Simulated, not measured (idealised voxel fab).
Module name: voxel capacitor over wiring (process module)
cross-section cut | 180 nm wide | cells 5 nm
Heads up, the way a cross-section reads in here is a grid of square cells, handed over as bands from the top down, with every band being one or more rows of cells. Read a band's entry like this: the first values are the height of its top and the height of its bottom in nm, and what follows is the sequence of materials from left to right, each with its width in nm. Note that "blank" is empty space, and that a single material marked "throughout" reaches across the band from edge to edge. The level at which height equals 0 is the one under which the wafer, as it arrives, is entirely one material. No lower edge exists for the bottom band, which continues downward and is notated as in "0..down". Read "30 to 40" as a graded width: first number on top, second number at the bottom, same change between each pair of neighbouring rows. No cell of the cross-section changed in a step that is given as "remains unaltered". The list in "Closed cavity list" covers empty spaces of 8 cells or more that cannot reach the top through any open way, and it gives each as width x height at distance; the distance is from the left edge, and width, height and distance are in nm. Heads up: the bit after the settings on a step's line is the simulator's remark on that step. overlay nm: mask right of planned place by this much (step with mask). Neg. = left.

PLANNED STEP LIST FOR THE PROCESS
- 1: RECEIVE [material Si]
- 2: CONFORMAL_DEP [material SiO2] [thk nm 10]
- 3: CONFORMAL_DEP [material SiN] [thk nm 5]
- 4: DIRECTIONAL_DEP [material lowk] [thk nm 15]
- 5: DIRECTIONAL_DEP [material aC] [thk nm 10]
- 6: PATTERN [tone open] [mask id METAL_1] [material resist] [width nm 20] [pitch nm 80] [thk nm 30] [overlay nm 0]
- 7: DIRECTIONAL_ETCH [etch materials aC] [depth nm 10]
- 8: STRIP [etch materials resist]
- 9: DIRECTIONAL_ETCH [etch materials lowk] [depth nm 15]
- 10: DIRECTIONAL_ETCH [etch materials SiN] [depth nm 5]
- 11: STRIP [etch materials aC]
- 12: CONFORMAL_DEP [material TiN] [thk nm 5]
- 13: FILL_DEP [material W] [thk nm 10]
- 14: CMP [height nm 30]
- 15: EPI [material Ru] [thk nm 5]
- 16: FILL_DEP [material SiCN] [thk nm 5]
- 17: DIRECTIONAL_DEP [material lowk] [thk nm 20]
- 18: MASKED_ETCH [tone open] [mask id PLUG_1] [width nm 15] [etch materials lowk] [depth nm 20] [overlay nm 0]
- 19: MASKED_ETCH [tone open] [mask id PLUG_1] [width nm 15] [etch materials SiCN] [depth nm 5] [overlay nm 0]
- 20: CONFORMAL_DEP [material TiN] [thk nm 5]
- 21: FILL_DEP [material Cu] [thk nm 10]
- 22: CMP [height nm 60]
- 23: DIRECTIONAL_DEP [material TiN] [thk nm 10]
- 24: DIRECTIONAL_DEP [material Al2O3] [thk nm 5]
- 25: DIRECTIONAL_DEP [material TiN] [thk nm 10]
- 26: DIRECTIONAL_DEP [material aC] [thk nm 10]
- 27: PATTERN [tone cover] [mask id UPPER_PLATE] [material resist] [width nm 65] [thk nm 30] [overlay nm 0]
- 28: DIRECTIONAL_ETCH [etch materials aC] [depth nm 10]
- 29: STRIP [etch materials resist]
- 30: DIRECTIONAL_ETCH [etch materials TiN] [depth nm 10]
- 31: DIRECTIONAL_ETCH [etch materials Al2O3] [depth nm 5]
- 32: STRIP [etch materials aC]
- 33: DIRECTIONAL_DEP [material aC] [thk nm 15]
- 34: PATTERN [tone cover] [mask id LOWER_PLATE] [material resist] [width nm 75] [thk nm 30] [overlay nm 0]
- 35: DIRECTIONAL_ETCH [etch materials aC] [depth nm 15]
- 36: STRIP [etch materials resist]
- 37: DIRECTIONAL_ETCH [etch materials TiN] [depth nm 10]
- 38: STRIP [etch materials aC]
- 39: FILL_DEP [material SiO2] [thk nm 15]
- 40: CMP [height nm 95]
- 41: MASKED_ETCH [tone open] [mask id PLUG_2] [width nm 15] [etch materials SiO2] [depth nm 10] [overlay nm 0]
- 42: CONFORMAL_DEP [material TiN] [thk nm 5]
- 43: FILL_DEP [material W] [thk nm 10]
- 44: CMP [height nm 95]
- 45: CONFORMAL_DEP [material SiCN] [thk nm 5]

FIRST WAFER OF TWO (RUN AS PLANNED)

THE CROSS-SECTION HERE SHOWS THE WAFER AS RECEIVED, I.E. IN ITS STATE AFTER STEP 1
0..down | Si throughout
Closed cavity list: none

THE WAFER, SEEN IN CROSS-SECTION, AFTER STEP 2
10..0 | SiO2 throughout
No changes below 0.

THE WAFER, SEEN IN CROSS-SECTION, AFTER STEP 3
15..10 | SiN throughout
No changes below 10.

THE WAFER, SEEN IN CROSS-SECTION, AFTER STEP 4
30..15 | lowk throughout
No changes below 15.

THE WAFER, SEEN IN CROSS-SECTION, AFTER STEP 5
40..30 | aC throughout
No changes below 30.

THE WAFER, SEEN IN CROSS-SECTION, AFTER STEP 6
70..40 | resist 40, then blank 20, then resist 60, then blank 20, then resist 40
No changes below 40.

THE WAFER, SEEN IN CROSS-SECTION, AFTER STEP 7
60..40 | resist 40, then blank 20, then resist 60, then blank 20, then resist 40
40..30 | aC 40, then blank 20, then aC 60, then blank 20, then aC 40
No changes below 30.

THE WAFER, SEEN IN CROSS-SECTION, AFTER STEP 8
40..30 | aC 40, then blank 20, then aC 60, then blank 20, then aC 40
No changes below 30.

THE WAFER, SEEN IN CROSS-SECTION, AFTER STEP 9
40..30 | aC 40, then blank 20, then aC 60, then blank 20, then aC 40
30..15 | lowk 40, then blank 20, then lowk 60, then blank 20, then lowk 40
No changes below 15.

THE WAFER, SEEN IN CROSS-SECTION, AFTER STEP 10
40..30 | aC 40, then blank 20, then aC 60, then blank 20, then aC 40
30..15 | lowk 40, then blank 20, then lowk 60, then blank 20, then lowk 40
15..10 | SiN 40, then blank 20, then SiN 60, then blank 20, then SiN 40
No changes below 10.

THE WAFER, SEEN IN CROSS-SECTION, AFTER STEP 11
30..15 | lowk 40, then blank 20, then lowk 60, then blank 20, then lowk 40
No changes below 15.

THE WAFER, SEEN IN CROSS-SECTION, AFTER STEP 12
35..30 | TiN 45, then blank 10, then TiN 70, then blank 10, then TiN 45
30..15 | lowk 40, then TiN 5, then blank 10, then TiN 5, then lowk 60, then TiN 5, then blank 10, then TiN 5, then lowk 40
15..10 | SiN 40, then TiN 20, then SiN 60, then TiN 20, then SiN 40
No changes below 10.

THE WAFER, SEEN IN CROSS-SECTION, AFTER STEP 13
45..35 | W throughout
35..30 | TiN 45, then W 10, then TiN 70, then W 10, then TiN 45
30..15 | lowk 40, then TiN 5, then W 10, then TiN 5, then lowk 60, then TiN 5, then W 10, then TiN 5, then lowk 40
No changes below 15.

THE WAFER, SEEN IN CROSS-SECTION, AFTER STEP 14
30..15 | lowk 40, then TiN 5, then W 10, then TiN 5, then lowk 60, then TiN 5, then W 10, then TiN 5, then lowk 40
No changes below 15.

THE WAFER, SEEN IN CROSS-SECTION, AFTER STEP 15
35..30 | blank 35, then Ru 30, then blank 50, then Ru 30, then blank 35
No changes below 30.

THE WAFER, SEEN IN CROSS-SECTION, AFTER STEP 16
40..35 | SiCN throughout
35..30 | SiCN 35, then Ru 30, then SiCN 50, then Ru 30, then SiCN 35
No changes below 30.

THE WAFER, SEEN IN CROSS-SECTION, AFTER STEP 17
60..40 | lowk throughout
No changes below 40.

THE WAFER, SEEN IN CROSS-SECTION, AFTER STEP 18
60..40 | lowk 45, then blank 15, then lowk 120
No changes below 40.

THE WAFER, SEEN IN CROSS-SECTION, AFTER STEP 19
60..40 | lowk 45, then blank 15, then lowk 120
40..35 | SiCN 45, then blank 15, then SiCN 120
No changes below 35.

THE WAFER, SEEN IN CROSS-SECTION, AFTER STEP 20
65..60 | TiN 50, then blank 5, then TiN 125
60..40 | lowk 45, then TiN 5, then blank 5, then TiN 5, then lowk 120
40..35 | SiCN 45, then TiN 15, then SiCN 120
No changes below 35.

THE WAFER, SEEN IN CROSS-SECTION, AFTER STEP 21
75..65 | Cu throughout
65..60 | TiN 50, then Cu 5, then TiN 125
60..40 | lowk 45, then TiN 5, then Cu 5, then TiN 5, then lowk 120
No changes below 40.

THE WAFER, SEEN IN CROSS-SECTION, AFTER STEP 22
60..40 | lowk 45, then TiN 5, then Cu 5, then TiN 5, then lowk 120
No changes below 40.

THE WAFER, SEEN IN CROSS-SECTION, AFTER STEP 23
70..60 | TiN throughout
No changes below 60.

THE WAFER, SEEN IN CROSS-SECTION, AFTER STEP 24
75..70 | Al2O3 throughout
No changes below 70.

THE WAFER, SEEN IN CROSS-SECTION, AFTER STEP 25
85..75 | TiN throughout
No changes below 75.

THE WAFER, SEEN IN CROSS-SECTION, AFTER STEP 26
95..85 | aC throughout
No changes below 85.

THE WAFER, SEEN IN CROSS-SECTION, AFTER STEP 27
125..95 | blank 45, then resist 65, then blank 70
No changes below 95.

THE WAFER, SEEN IN CROSS-SECTION, AFTER STEP 28
115..95 | blank 45, then resist 65, then blank 70
95..85 | blank 45, then aC 65, then blank 70
No changes below 85.

THE WAFER, SEEN IN CROSS-SECTION, AFTER STEP 29
95..85 | blank 45, then aC 65, then blank 70
No changes below 85.

THE WAFER, SEEN IN CROSS-SECTION, AFTER STEP 30
95..85 | blank 45, then aC 65, then blank 70
85..75 | blank 45, then TiN 65, then blank 70
No changes below 75.

THE WAFER, SEEN IN CROSS-SECTION, AFTER STEP 31
95..85 | blank 45, then aC 65, then blank 70
85..75 | blank 45, then TiN 65, then blank 70
75..70 | blank 45, then Al2O3 65, then blank 70
No changes below 70.

THE WAFER, SEEN IN CROSS-SECTION, AFTER STEP 32
85..75 | blank 45, then TiN 65, then blank 70
No changes below 75.

THE WAFER, SEEN IN CROSS-SECTION, AFTER STEP 33
100..85 | blank 45, then aC 65, then blank 70
85..75 | aC 45, then TiN 65, then aC 70
75..70 | aC 45, then Al2O3 65, then aC 70
No changes below 70.

THE WAFER, SEEN IN CROSS-SECTION, AFTER STEP 34
130..100 | blank 40, then resist 75, then blank 65
100..85 | blank 40, then resist 5, then aC 65, then resist 5, then blank 65
No changes below 85.

THE WAFER, SEEN IN CROSS-SECTION, AFTER STEP 35
115..100 | blank 40, then resist 75, then blank 65
100..85 | blank 40, then resist 5, then aC 65, then resist 5, then blank 65
85..75 | blank 40, then aC 5, then TiN 65, then aC 5, then blank 65
75..70 | blank 40, then aC 5, then Al2O3 65, then aC 5, then blank 65
No changes below 70.

THE WAFER, SEEN IN CROSS-SECTION, AFTER STEP 36
100..85 | blank 45, then aC 65, then blank 70
No changes below 85.

THE WAFER, SEEN IN CROSS-SECTION, AFTER STEP 37
100..85 | blank 45, then aC 65, then blank 70
85..75 | blank 40, then aC 5, then TiN 65, then aC 5, then blank 65
75..70 | blank 40, then aC 5, then Al2O3 65, then aC 5, then blank 65
70..60 | blank 40, then TiN 75, then blank 65
No changes below 60.

THE WAFER, SEEN IN CROSS-SECTION, AFTER STEP 38
85..75 | blank 45, then TiN 65, then blank 70
75..70 | blank 45, then Al2O3 65, then blank 70
No changes below 70.

THE WAFER, SEEN IN CROSS-SECTION, AFTER STEP 39
100..85 | SiO2 throughout
85..75 | SiO2 45, then TiN 65, then SiO2 70
75..70 | SiO2 45, then Al2O3 65, then SiO2 70
70..60 | SiO2 40, then TiN 75, then SiO2 65
No changes below 60.

THE WAFER, SEEN IN CROSS-SECTION, AFTER STEP 40
95..85 | SiO2 throughout
No changes below 85.

THE WAFER, SEEN IN CROSS-SECTION, AFTER STEP 41
95..85 | SiO2 55, then blank 15, then SiO2 110
No changes below 85.

THE WAFER, SEEN IN CROSS-SECTION, AFTER STEP 42
100..95 | TiN 60, then blank 5, then TiN 115
95..90 | SiO2 55, then TiN 5, then blank 5, then TiN 5, then SiO2 110
90..85 | SiO2 55, then TiN 15, then SiO2 110
No changes below 85.

THE WAFER, SEEN IN CROSS-SECTION, AFTER STEP 43
110..100 | W throughout
100..95 | TiN 60, then W 5, then TiN 115
95..90 | SiO2 55, then TiN 5, then W 5, then TiN 5, then SiO2 110
No changes below 90.

THE WAFER, SEEN IN CROSS-SECTION, AFTER STEP 44
95..90 | SiO2 55, then TiN 5, then W 5, then TiN 5, then SiO2 110
No changes below 90.

THE WAFER, SEEN IN CROSS-SECTION, AFTER STEP 45
100..95 | SiCN throughout
No changes below 95.

REGARDING THE SECOND OF THE TWO WAFERS: IT SHARED THE FIRST WAFER'S STARTING CONDITION AND PROCESS PLAN, YET ONE ERROR OCCURRED DURING ITS EXECUTION. ITS HISTORY COINCIDES WITH THAT OF THE FIRST WAFER UP TO AND INCLUDING STEP 26

SECOND WAFER, SECTION VIEW, TIME POINT: SCHEDULED END OF STEP 27
125..95 | blank 45, then resist 70, then blank 65
No changes below 95.

SECOND WAFER, SECTION VIEW, TIME POINT: SCHEDULED END OF STEP 28
115..95 | blank 45, then resist 70, then blank 65
95..85 | blank 45, then aC 70, then blank 65
No changes below 85.

SECOND WAFER, SECTION VIEW, TIME POINT: SCHEDULED END OF STEP 29
95..85 | blank 45, then aC 70, then blank 65
No changes below 85.

SECOND WAFER, SECTION VIEW, TIME POINT: SCHEDULED END OF STEP 30
95..85 | blank 45, then aC 70, then blank 65
85..75 | blank 45, then TiN 70, then blank 65
No changes below 75.

SECOND WAFER, SECTION VIEW, TIME POINT: SCHEDULED END OF STEP 31
95..85 | blank 45, then aC 70, then blank 65
85..75 | blank 45, then TiN 70, then blank 65
75..70 | blank 45, then Al2O3 70, then blank 65
No changes below 70.

SECOND WAFER, SECTION VIEW, TIME POINT: SCHEDULED END OF STEP 32
85..75 | blank 45, then TiN 70, then blank 65
No changes below 75.

SECOND WAFER, SECTION VIEW, TIME POINT: SCHEDULED END OF STEP 33
100..85 | blank 45, then aC 70, then blank 65
85..75 | aC 45, then TiN 70, then aC 65
75..70 | aC 45, then Al2O3 70, then aC 65
No changes below 70.

SECOND WAFER, SECTION VIEW, TIME POINT: SCHEDULED END OF STEP 34
130..100 | blank 40, then resist 75, then blank 65
100..85 | blank 40, then resist 5, then aC 70, then blank 65
No changes below 85.

SECOND WAFER, SECTION VIEW, TIME POINT: SCHEDULED END OF STEP 35
115..100 | blank 40, then resist 75, then blank 65
100..85 | blank 40, then resist 5, then aC 70, then blank 65
85..75 | blank 40, then aC 5, then TiN 70, then blank 65
75..70 | blank 40, then aC 5, then Al2O3 70, then blank 65
No changes below 70.

SECOND WAFER, SECTION VIEW, TIME POINT: SCHEDULED END OF STEP 36
100..85 | blank 45, then aC 70, then blank 65
No changes below 85.

SECOND WAFER, SECTION VIEW, TIME POINT: SCHEDULED END OF STEP 37
100..85 | blank 45, then aC 70, then blank 65
85..75 | blank 40, then aC 5, then TiN 70, then blank 65
75..70 | blank 40, then aC 5, then Al2O3 70, then blank 65
70..60 | blank 40, then TiN 75, then blank 65
No changes below 60.

SECOND WAFER, SECTION VIEW, TIME POINT: SCHEDULED END OF STEP 38
85..75 | blank 45, then TiN 70, then blank 65
75..70 | blank 45, then Al2O3 70, then blank 65
No changes below 70.

SECOND WAFER, SECTION VIEW, TIME POINT: SCHEDULED END OF STEP 39
100..85 | SiO2 throughout
85..75 | SiO2 45, then TiN 70, then SiO2 65
75..70 | SiO2 45, then Al2O3 70, then SiO2 65
70..60 | SiO2 40, then TiN 75, then SiO2 65
No changes below 60.

SECOND WAFER, SECTION VIEW, TIME POINT: SCHEDULED END OF STEP 40
95..85 | SiO2 throughout
No changes below 85.

SECOND WAFER, SECTION VIEW, TIME POINT: SCHEDULED END OF STEP 41
95..85 | SiO2 55, then blank 15, then SiO2 110
No changes below 85.

SECOND WAFER, SECTION VIEW, TIME POINT: SCHEDULED END OF STEP 42
100..95 | TiN 60, then blank 5, then TiN 115
95..90 | SiO2 55, then TiN 5, then blank 5, then TiN 5, then SiO2 110
90..85 | SiO2 55, then TiN 15, then SiO2 110
No changes below 85.

SECOND WAFER, SECTION VIEW, TIME POINT: SCHEDULED END OF STEP 43
110..100 | W throughout
100..95 | TiN 60, then W 5, then TiN 115
95..90 | SiO2 55, then TiN 5, then W 5, then TiN 5, then SiO2 110
No changes below 90.

SECOND WAFER, SECTION VIEW, TIME POINT: SCHEDULED END OF STEP 44
95..90 | SiO2 55, then TiN 5, then W 5, then TiN 5, then SiO2 110
No changes below 90.

SECOND WAFER, SECTION VIEW, TIME POINT: SCHEDULED END OF STEP 45
100..95 | SiCN throughout
No changes below 95.
So what did we get wrong on this run? step 27 deviated from plan and actually ran as PATTERN [tone cover] [mask id UPPER_PLATE] [material resist] [width nm 70] [thk nm 30] [overlay nm 0]
Final wafer comparison in cells, second versus first, more or fewer per material: Al2O3 +1 | SiO2 -3 | TiN +2
